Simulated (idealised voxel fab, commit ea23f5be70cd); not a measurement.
You're looking at the process module voxel released beams.
Shown is cross-section cut, with a width of 225 nm and square cells of size 5 nm.
Cross-section, as written here: a square-cell grid given band by band from the top down, where a band holds one or more rows of cells. Quick guide to a band line: top height, bottom height (nm) up front; then every material left to right with its width in nm. Only one material and it's marked "everywhere"? Then it fills the band edge to edge. And "empty" just means empty space. Measure heights from 0. That's the level where, below it, the as-received wafer is all one material. The lowest band is bottomless and extends downward; write it as in "from 0 down". The notation "30 to 40" denotes a width that varies across the rows of cells in the band, beginning at the first number in the top row, finishing at the second number in the bottom row, and changing by an identical amount from each row to the next. Step marked "nothing got changed"? Then no cell in the cross-section changed in it. "Cavities, closed" means: voids of 8 cells or more that are shut off from the top with no open way through. Written width x height at distance, distance from the left edge, in nm. That trailing text on a step's line, after the settings, is the simulator's own remark on the step. "overlay nm" denotes, for a step that has a mask, the displacement of the mask to the right of its planned place, with negative values corresponding to the left.

## Process steps foreseen in the plan
| 1 | RECEIVE (material Si) |
| 2 | CONFORMAL_DEP (material Al2O3; thk nm 5) |
| 3 | DIRECTIONAL_DEP (material SiO2; thk nm 15) |
| 4 | DIRECTIONAL_DEP (material aC; thk nm 10) |
| 5 | PATTERN (tone open; mask id ANCHOR; material resist; width nm 30; thk nm 25; overlay nm 0) |
| 6 | DIRECTIONAL_ETCH (etch materials aC; depth nm 10) |
| 7 | STRIP (etch materials resist) |
| 8 | DIRECTIONAL_ETCH (etch materials SiO2; depth nm 15) |
| 9 | STRIP (etch materials aC) |
| 10 | CONFORMAL_DEP (material W; thk nm 10) |
| 11 | DIRECTIONAL_DEP (material aC; thk nm 15) |
| 12 | PATTERN (tone cover; mask id BEAM; material resist; width nm 95; thk nm 30; overlay nm 0) |
| 13 | DIRECTIONAL_ETCH (etch materials aC; depth nm 15) |
| 14 | STRIP (etch materials resist) |
| 15 | DIRECTIONAL_ETCH (etch materials W; depth nm 10) |
| 16 | STRIP (etch materials aC) |
| 17 | STRIP (etch materials SiO2) |

## First of two wafers: run as planned

## Cross-section: wafer on arrival = after step 1
    from 0 down  Si everywhere
    Cavities, closed: none

## After step 2: wafer cross-section
    from 5 to 0  Al2O3 everywhere
    Whatever lies below 0 is exactly as it was before.

## After step 3: wafer cross-section
    from 20 to 5  SiO2 everywhere
    Whatever lies below 5 is exactly as it was before.

## After step 4: wafer cross-section
    from 30 to 20  aC everywhere
    Whatever lies below 20 is exactly as it was before.

## After step 5: wafer cross-section
    from 55 to 30  resist 65 / empty 30 / resist 130
    Whatever lies below 30 is exactly as it was before.

## After step 6: wafer cross-section
    from 45 to 30  resist 65 / empty 30 / resist 130
    from 30 to 20  aC 65 / empty 30 / aC 130
    Whatever lies below 20 is exactly as it was before.

## After step 7: wafer cross-section
    from 30 to 20  aC 65 / empty 30 / aC 130
    Whatever lies below 20 is exactly as it was before.

## After step 8: wafer cross-section
    from 30 to 20  aC 65 / empty 30 / aC 130
    from 20 to 5  SiO2 65 / empty 30 / SiO2 130
    Whatever lies below 5 is exactly as it was before.

## After step 9: wafer cross-section
    from 20 to 5  SiO2 65 / empty 30 / SiO2 130
    Whatever lies below 5 is exactly as it was before.

## After step 10: wafer cross-section
    from 30 to 20  W 75 / empty 10 / W 140
    from 20 to 15  SiO2 65 / W 10 / empty 10 / W 10 / SiO2 130
    from 15 to 5  SiO2 65 / W 30 / SiO2 130
    Whatever lies below 5 is exactly as it was before.

## After step 11: wafer cross-section
    from 45 to 30  aC 75 / empty 10 / aC 140
    from 30 to 20  W 75 / aC 10 / W 140
    from 20 to 15  SiO2 65 / W 10 / aC 10 / W 10 / SiO2 130
    Whatever lies below 15 is exactly as it was before.

## After step 12: wafer cross-section
    from 75 to 45  empty 60 / resist 95 / empty 70
    from 45 to 30  aC 75 / resist 10 / aC 140
    Whatever lies below 30 is exactly as it was before.

## After step 13: wafer cross-section
    from 60 to 45  empty 60 / resist 95 / empty 70
    from 45 to 30  empty 60 / aC 15 / resist 10 / aC 70 / empty 70
    Whatever lies below 30 is exactly as it was before.

## After step 14: wafer cross-section
    from 45 to 30  empty 60 / aC 15 / empty 10 / aC 70 / empty 70
    Whatever lies below 30 is exactly as it was before.

## After step 15: wafer cross-section
    from 45 to 30  empty 60 / aC 15 / empty 10 / aC 70 / empty 70
    from 30 to 20  empty 60 / W 15 / aC 10 / W 70 / empty 70
    Whatever lies below 20 is exactly as it was before.

## After step 16: wafer cross-section
    from 30 to 20  empty 60 / W 15 / empty 10 / W 70 / empty 70
    from 20 to 15  SiO2 65 / W 10 / empty 10 / W 10 / SiO2 130
    Whatever lies below 15 is exactly as it was before.

## After step 17: wafer cross-section
    from 30 to 20  empty 60 / W 15 / empty 10 / W 70 / empty 70
    from 20 to 15  empty 65 / W 10 / empty 10 / W 10 / empty 130
    from 15 to 5  empty 65 / W 30 / empty 130
    Whatever lies below 5 is exactly as it was before.

## Wafer two. Same start, same plan, one slip in execution. Same as wafer one through step 1, inclusive

## when step 2 should have ended
    from 15 to 0  SiO2 everywhere
    Whatever lies below 0 is exactly as it was before.

## when step 3 should have ended
    from 20 to 15  Al2O3 everywhere
    Whatever lies below 15 is exactly as it was before.

## when step 4 should have ended
    from 30 to 20  aC everywhere
    Whatever lies below 20 is exactly as it was before.

## when step 5 should have ended
    from 55 to 30  resist 65 / empty 30 / resist 130
    Whatever lies below 30 is exactly as it was before.

## when step 6 should have ended
    from 45 to 30  resist 65 / empty 30 / resist 130
    from 30 to 20  aC 65 / empty 30 / aC 130
    Whatever lies below 20 is exactly as it was before.

## when step 7 should have ended
    from 30 to 20  aC 65 / empty 30 / aC 130
    Whatever lies below 20 is exactly as it was before.

when step 8 should have ended: nothing got changed

## when step 9 should have ended
    from 20 to 15  Al2O3 everywhere
    Whatever lies below 15 is exactly as it was before.

## when step 10 should have ended
    from 30 to 20  W everywhere
    Whatever lies below 20 is exactly as it was before.

## when step 11 should have ended
    from 45 to 30  aC everywhere
    Whatever lies below 30 is exactly as it was before.

## when step 12 should have ended
    from 75 to 45  empty 60 / resist 95 / empty 70
    Whatever lies below 45 is exactly as it was before.

## when step 13 should have ended
    from 60 to 45  empty 60 / resist 95 / empty 70
    from 45 to 30  empty 60 / aC 95 / empty 70
    Whatever lies below 30 is exactly as it was before.

## when step 14 should have ended
    from 45 to 30  empty 60 / aC 95 / empty 70
    Whatever lies below 30 is exactly as it was before.

## when step 15 should have ended
    from 45 to 30  empty 60 / aC 95 / empty 70
    from 30 to 20  empty 60 / W 95 / empty 70
    Whatever lies below 20 is exactly as it was before.

## when step 16 should have ended
    from 30 to 20  empty 60 / W 95 / empty 70
    Whatever lies below 20 is exactly as it was before.

when step 17 should have ended: nothing got changed
The plan and the run diverged here: contrary to the plan, steps 2 and 3 were processed in exchanged order
FYI, end of process, the second wafer has more or fewer cells of some materials than the first: +135 SiO2, -12 W
